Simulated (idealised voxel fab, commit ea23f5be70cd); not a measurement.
process module | voxel double patterning
cross-section cut | 245 nm wide | cells 5 nm
A cross-section is a grid of square cells, given in bands from the top down. A band is one or more rows of cells.
Each band's line starts with the height of the band's top and of its bottom, in nm. Then come its materials from left to right, each with its width in nm. One material with "throughout" fills the band from edge to edge. "air" is empty space.
Height 0 is the level under which the wafer as received is all one material. The lowest band goes on downwards, as in "0 down".
A width such as "30 to 40" changes by the same amount from each row of cells to the next, from the band's top row to its bottom row.
"no change" after a step means that no cell of the cross-section changed.
closed voids: empty space of 8 cells or more with no open way to the top, each as width x height at its distance from the left edge, in nm
after a step's settings: what the simulator itself notes on the step
overlay nm, on a step with a mask: how far to the right of its planned place the mask lay; to the left if negative
plan
1 op RECEIVE | material Si
2 op CONFORMAL_DEP | material SiN | thk nm 10
3 op DIRECTIONAL_DEP | material SiO2 | thk nm 15
4 op DIRECTIONAL_DEP | material SiCN | thk nm 10
5 op MASKED_ETCH | tone open | mask id FIRST | width nm 15 | pitch nm 50 | etch materials SiCN | depth nm 10 | overlay nm 0
6 op DIRECTIONAL_DEP | material aC | thk nm 10
7 op PATTERN | tone open | mask id SECOND | material resist | width nm 15 | pitch nm 50 | thk nm 30 | overlay nm 0
8 op DIRECTIONAL_ETCH | etch materials aC | depth nm 10
9 op STRIP | etch materials resist
10 op DIRECTIONAL_ETCH | etch materials SiCN | depth nm 10
11 op STRIP | etch materials aC
12 op DIRECTIONAL_ETCH | etch materials SiO2 | depth nm 15
13 op STRIP | etch materials SiCN
as received, after step 1
  0 down: Si throughout
  closed voids: none
first wafer at the end, as planned
  25 to 10: SiO2 65 | air 15 | SiO2 10 | air 15 | SiO2 10 | air 15 | SiO2 10 | air 15 | SiO2 10 | air 15 | SiO2 65
  10 to 0: SiN throughout
  0 down: Si throughout
  closed voids: none
second wafer at the end: like start, like plan, one mistake
  25 to 10: SiO2 65 | air 20 | SiO2 5 | air 15 | SiO2 10 | air 20 | SiO2 5 | air 15 | SiO2 10 | air 20 | SiO2 60
  10 to 0: SiN throughout
  0 down: Si throughout
  closed voids: none
what went wrong: step 5 ran as: op MASKED_ETCH | tone open | mask id FIRST | width nm 20 | pitch nm 50 | etch materials SiCN | depth nm 10 | overlay nm 0
at the end the second wafer has, in cells: 9 fewer of SiO2
